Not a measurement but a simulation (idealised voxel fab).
process module | voxel transistor to metal
cross-section cut | 215 nm wide | cells 5 nm
A cross-section is a grid of square cells, given in bands from the top down. A band is one or more rows of cells.
Each band's line starts with the height of the band's top and of its bottom, in nm. Then come its materials from left to right, each with its width in nm. One material with "throughout" fills the band from edge to edge. "air" is empty space.
Height 0 is the level under which the wafer as received is all one material. The lowest band goes on downwards, as in "0 down".
A width such as "30 to 40" changes by the same amount from each row of cells to the next, from the band's top row to its bottom row.
"no change" after a step means that no cell of the cross-section changed.
closed voids: empty space of 8 cells or more with no open way to the top, each as width x height at its distance from the left edge, in nm
after a step's settings: what the simulator itself notes on the step
overlay nm, on a step with a mask: how far to the right of its planned place the mask lay; to the left if negative
plan
1 op RECEIVE | material Si
2 op OXIDIZE | depth nm 5
3 op CONFORMAL_DEP | material SiN | thk nm 10
4 op DIRECTIONAL_DEP | material aC | thk nm 10
5 op PATTERN | tone cover | mask id ACTIVE | material resist | width nm 110 | thk nm 25 | overlay nm 0
6 op DIRECTIONAL_ETCH | etch materials aC | depth nm 10
7 op STRIP | etch materials resist
8 op DIRECTIONAL_ETCH | etch materials SiN | depth nm 10
9 op DIRECTIONAL_ETCH | etch materials SiO2 | depth nm 5
10 op DIRECTIONAL_ETCH | etch materials Si | depth nm 35
11 op STRIP | etch materials aC
12 op OXIDIZE | depth nm 5
13 op FILL_DEP | material SiO2 | thk nm 10
14 op CMP | height nm 10
15 op SELECTIVE_ETCH | etch materials SiO2 | depth nm 10
16 op STRIP | etch materials SiN
17 op SELECTIVE_ETCH | etch materials SiO2 | depth nm 5
18 op OXIDIZE | depth nm 5
19 op DIRECTIONAL_DEP | material polySi | thk nm 25
20 op DIRECTIONAL_DEP | material SiCN | thk nm 10
21 op MASKED_ETCH | tone cover | mask id GATE | width nm 30 | etch materials SiCN | depth nm 20 | overlay nm 0
22 op MASKED_ETCH | tone cover | mask id GATE | width nm 30 | etch materials polySi | depth nm 35 | overlay nm 0
23 op CONFORMAL_DEP | material SiO2 | thk nm 5
24 op DIRECTIONAL_ETCH | etch materials SiO2 | depth nm 5
25 op CONFORMAL_DEP | material SiN | thk nm 5
26 op DIRECTIONAL_ETCH | etch materials SiN | depth nm 5
27 op DIRECTIONAL_ETCH | etch materials SiO2 | depth nm 5
28 op DIRECTIONAL_ETCH | etch materials Si | depth nm 15
29 op EPI | material SiGe | thk nm 20
30 op FILL_DEP | material SiO2 | thk nm 5
31 op CMP | height nm 20
32 op STRIP | etch materials polySi
33 op SELECTIVE_ETCH | etch materials SiO2 | depth nm 5
34 op CONFORMAL_DEP | material HfO2 | thk nm 5
35 op CONFORMAL_DEP | material TiN | thk nm 5
36 op FILL_DEP | material W | thk nm 10
37 op CMP | height nm 15
38 op DIRECTIONAL_DEP | material SiO2 | thk nm 10
39 op PATTERN | tone open | mask id CONTACT | material resist | width nm 15 | pitch nm 75 | thk nm 15 | overlay nm 0
40 op DIRECTIONAL_ETCH | etch materials SiO2 | depth nm 15
41 op STRIP | etch materials resist
42 op CONFORMAL_DEP | material TiN | thk nm 5
43 op FILL_DEP | material W | thk nm 10
44 op CMP | height nm 25
45 op CONFORMAL_DEP | material SiCN | thk nm 5
46 op DIRECTIONAL_DEP | material lowk | thk nm 25
47 op MASKED_ETCH | tone open | mask id METAL_1 | width nm 15 | pitch nm 75 | etch materials lowk | depth nm 25 | overlay nm 0
48 op MASKED_ETCH | tone open | mask id METAL_1 | width nm 15 | pitch nm 75 | etch materials SiCN | depth nm 5 | overlay nm 0
49 op CONFORMAL_DEP | material TiN | thk nm 5
50 op FILL_DEP | material W | thk nm 10
51 op CMP | height nm 55
52 op CONFORMAL_DEP | material SiCN | thk nm 5
as received, after step 1
  0 down: Si throughout
  closed voids: none
a wafer at the end: this start, this plan, one mistake
  60 to 55: SiCN throughout
  55 to 35: lowk 55 | TiN 5 | W 15 | TiN 5 | lowk 50 | TiN 5 | W 15 | TiN 5 | lowk 60
  35 to 30: lowk 55 | TiN 10 | W 5 | TiN 10 | lowk 50 | TiN 10 | W 5 | TiN 10 | lowk 60
  30 to 25: SiCN 60 | TiN 15 | SiCN 60 | TiN 15 | SiCN 65
  25 to 15: SiO2 60 | TiN 5 | W 5 | TiN 5 | SiO2 60 | TiN 5 | W 5 | TiN 5 | SiO2 65
  15 to 10: SiO2 60 | TiN 15 | SiO2 5 | SiN 5 | HfO2 5 | TiN 5 | W 20 | TiN 5 | HfO2 5 | SiN 5 | SiO2 5 | TiN 15 | SiO2 65
  10 to 0: SiO2 60 | SiGe 20 | SiN 5 | HfO2 5 | TiN 5 | W 20 | TiN 5 | HfO2 5 | SiN 5 | SiGe 20 | SiO2 65
  0 to -5: SiO2 60 | SiGe 20 | SiN 5 | HfO2 5 | TiN 30 | HfO2 5 | SiN 5 | SiGe 20 | SiO2 65
  -5 to -10: SiO2 50 | SiGe 30 | SiO2 5 | HfO2 40 | SiO2 5 | SiGe 30 | SiO2 55
  -10 to -25: SiO2 55 | SiGe 25 | Si 50 | SiGe 25 | SiO2 60
  -25 to -45: SiO2 55 | Si 100 | SiO2 60
  -45 down: Si throughout
  closed voids: none
what went wrong: step 47 ran as: op MASKED_ETCH | tone open | mask id METAL_1 | width nm 25 | pitch nm 75 | etch materials lowk | depth nm 25 | overlay nm 0
